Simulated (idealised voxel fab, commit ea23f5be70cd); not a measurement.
voxel quadruple lines: a process module
Cross-section cut spans 245 nm and uses square cells 5 nm in size.
Notation: cross-section as square-cell grid; stated in bands, top first, going down; one or more cell rows per band.
Quick guide to a band line: top height, bottom height (nm) up front; then every material left to right with its width in nm. Only one material and it's marked "edge to edge"? Then it fills the band edge to edge. And "empty" just means empty space.
We count height from 0. Below that, the starting wafer is all one material. The lowest band never ends at the bottom but goes on down; see "0 nm and below" for how that is written.
Think of "30..40" as a width that walks from the first number to the second as you go down the band, top row to bottom row, taking equal-sized steps from row to row.
"no change" -> step changed no cross-section cell.
Under "Voids, sealed" you'll find the enclosed gaps, the ones with no way out to the top, that are 8 cells or bigger; each reads width x height at distance, with distance counted from the left edge, everything in nm.
Past the settings on a step's line: simulator remark, on that step.
For masked steps, "overlay nm" on the step line gives how far right of plan the mask actually lay; a minus sign means it lay to the left.

**Planned step list for the process**
1 RECEIVE: material Si
2 CONFORMAL_DEP: material Al2O3, thk nm 5
3 DIRECTIONAL_DEP: material Ru, thk nm 10
4 DIRECTIONAL_DEP: material polySi, thk nm 15
5 DIRECTIONAL_DEP: material aC, thk nm 25
6 PATTERN: tone cover, mask id MANDREL, material resist, width nm 35, pitch nm 100, thk nm 30, overlay nm 0
7 DIRECTIONAL_ETCH: etch materials aC, depth nm 25
8 STRIP: etch materials resist
9 CONFORMAL_DEP: material SiO2, thk nm 15
10 DIRECTIONAL_ETCH: etch materials SiO2, depth nm 15
11 STRIP: etch materials aC
12 DIRECTIONAL_ETCH: etch materials polySi, depth nm 15
13 STRIP: etch materials SiO2
14 CONFORMAL_DEP: material SiN, thk nm 10
15 DIRECTIONAL_ETCH: etch materials SiN, depth nm 10
16 STRIP: etch materials polySi
17 DIRECTIONAL_ETCH: etch materials Ru, depth nm 10
18 STRIP: etch materials SiN
19 FILL_DEP: material SiO2, thk nm 5
20 CMP: height nm 15

**So this is the incoming wafer in cross-section - it's already been through step 1**
  0 nm and below: Si edge to edge
  Voids, sealed: none

**First of two wafers at the end of the module, shown in cross-section; run carried out as planned**
  15 nm to 5 nm: SiO2: 30; Ru: 10; SiO2: 15; Ru: 10; SiO2: 15; Ru: 10; SiO2: 15; Ru: 10; SiO2: 15; Ru: 10; SiO2: 15; Ru: 10; SiO2: 15; Ru: 10; SiO2: 15; Ru: 10; SiO2: 30
  5 nm to 0 nm: Al2O3 edge to edge
  0 nm and below: Si edge to edge
  Voids, sealed: none

**End-of-module cross-section of the second wafer: identical starting point and process plan to the first, with one processing mistake**
  15 nm to 5 nm: SiO2: 45; Ru: 10; SiO2: 15; Ru: 5; SiO2: 15; Ru: 10; SiO2: 45; Ru: 10; SiO2: 15; Ru: 5; SiO2: 15; Ru: 10; SiO2: 45
  5 nm to 0 nm: Al2O3 edge to edge
  0 nm and below: Si edge to edge
  Voids, sealed: none
It is concluded that the wafer was processed incorrectly with respect to the plan, in that step 6 ran with different settings than intended, the actual operation and settings being PATTERN: tone open, mask id MANDREL, material resist, width nm 35, pitch nm 100, thk nm 30, overlay nm 0
Final wafer comparison in cells, second versus first, more or fewer per material: 12 fewer of Ru; 12 more of SiO2
